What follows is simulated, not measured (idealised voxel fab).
process module | voxel capacitor over wiring
cross-section cut | 270 nm wide | cells 5 nm
A cross-section is a grid of square cells, given in bands from the top down. A band is one or more rows of cells.
Each band's line starts with the height of the band's top and of its bottom, in nm. Then come its materials from left to right, each with its width in nm. One material with "throughout" fills the band from edge to edge. "air" is empty space.
Height 0 is the level under which the wafer as received is all one material. The lowest band goes on downwards, as in "0 down".
A width such as "30 to 40" changes by the same amount from each row of cells to the next, from the band's top row to its bottom row.
"no change" after a step means that no cell of the cross-section changed.
closed voids: empty space of 8 cells or more with no open way to the top, each as width x height at its distance from the left edge, in nm
after a step's settings: what the simulator itself notes on the step
overlay nm, on a step with a mask: how far to the right of its planned place the mask lay; to the left if negative
plan
1 op RECEIVE | material Si
2 op CONFORMAL_DEP | material SiO2 | thk nm 15
3 op CONFORMAL_DEP | material SiCN | thk nm 5
4 op DIRECTIONAL_DEP | material lowk | thk nm 25
5 op MASKED_ETCH | tone open | mask id METAL_1 | width nm 20 | pitch nm 90 | etch materials lowk | depth nm 25 | overlay nm 0
6 op MASKED_ETCH | tone open | mask id METAL_1 | width nm 20 | pitch nm 90 | etch materials SiCN | depth nm 5 | overlay nm 0
7 op CONFORMAL_DEP | material TiN | thk nm 5
8 op FILL_DEP | material W | thk nm 5
9 op CMP | height nm 45
10 op CONFORMAL_DEP | material SiCN | thk nm 5
11 op DIRECTIONAL_DEP | material lowk | thk nm 20
12 op MASKED_ETCH | tone open | mask id PLUG_1 | width nm 15 | etch materials lowk | depth nm 20 | overlay nm 0
13 op MASKED_ETCH | tone open | mask id PLUG_1 | width nm 15 | etch materials SiCN | depth nm 5 | overlay nm 0
14 op CONFORMAL_DEP | material TiN | thk nm 5
15 op FILL_DEP | material Ru | thk nm 5
16 op CMP | height nm 70
17 op DIRECTIONAL_DEP | material TiN | thk nm 10
18 op DIRECTIONAL_DEP | material HfO2 | thk nm 5
19 op DIRECTIONAL_DEP | material TiN | thk nm 10
20 op MASKED_ETCH | tone cover | mask id UPPER_PLATE | width nm 75 | etch materials TiN | depth nm 10 | overlay nm 0
21 op MASKED_ETCH | tone cover | mask id UPPER_PLATE | width nm 75 | etch materials HfO2 | depth nm 5 | overlay nm 0
22 op PATTERN | tone cover | mask id LOWER_PLATE | material resist | width nm 85 | thk nm 15 | overlay nm 0
23 op DIRECTIONAL_ETCH | etch materials TiN | depth nm 10
24 op STRIP | etch materials resist
25 op FILL_DEP | material SiO2 | thk nm 15
26 op CMP | height nm 105
27 op DIRECTIONAL_DEP | material aC | thk nm 10
28 op PATTERN | tone open | mask id PLUG_2 | material resist | width nm 15 | thk nm 30 | overlay nm 0
29 op DIRECTIONAL_ETCH | etch materials aC | depth nm 10
30 op STRIP | etch materials resist
31 op DIRECTIONAL_ETCH | etch materials SiO2 | depth nm 10
32 op STRIP | etch materials aC
33 op CONFORMAL_DEP | material TiN | thk nm 5
34 op FILL_DEP | material Ru | thk nm 5
35 op CMP | height nm 105
36 op CONFORMAL_DEP | material SiN | thk nm 5
as received, after step 1
  0 down: Si throughout
  closed voids: none
first wafer at the end, as planned
  110 to 105: SiN throughout
  105 to 100: SiO2 95 | TiN 5 | Ru 5 | TiN 5 | SiO2 160
  100 to 95: SiO2 95 | TiN 15 | SiO2 160
  95 to 85: SiO2 85 | TiN 75 | SiO2 110
  85 to 80: SiO2 85 | HfO2 75 | SiO2 110
  80 to 70: SiO2 80 | TiN 85 | SiO2 105
  70 to 50: lowk 85 | TiN 5 | Ru 5 | TiN 5 | lowk 170
  50 to 45: SiCN 85 | TiN 15 | SiCN 170
  45 to 20: lowk 80 | TiN 5 | W 10 | TiN 5 | lowk 70 | TiN 5 | W 10 | TiN 5 | lowk 80
  20 to 15: SiCN 80 | TiN 20 | SiCN 70 | TiN 20 | SiCN 80
  15 to 0: SiO2 throughout
  0 down: Si throughout
  closed voids: none
second wafer at the end: like start, like plan, one mistake
  110 to 105: SiN throughout
  105 to 100: SiO2 95 | TiN 5 | Ru 5 | TiN 5 | SiO2 160
  100 to 95: SiO2 95 | TiN 15 | SiO2 160
  95 to 85: SiO2 85 | TiN 75 | SiO2 110
  85 to 80: SiO2 85 | HfO2 75 | SiO2 110
  80 to 70: SiO2 80 | TiN 85 | SiO2 105
  70 to 50: lowk 85 | TiN 5 | Ru 5 | TiN 5 | lowk 170
  50 to 45: SiCN 85 | TiN 15 | SiCN 170
  45 to 20: lowk 80 | TiN 5 | HfO2 10 | TiN 5 | lowk 70 | TiN 5 | HfO2 10 | TiN 5 | lowk 80
  20 to 15: SiCN 80 | TiN 20 | SiCN 70 | TiN 20 | SiCN 80
  15 to 0: SiO2 throughout
  0 down: Si throughout
  closed voids: none
what went wrong: step 8 ran as: op FILL_DEP | material HfO2 | thk nm 5
at the end the second wafer has, in cells: 20 more of HfO2 | 20 fewer of W
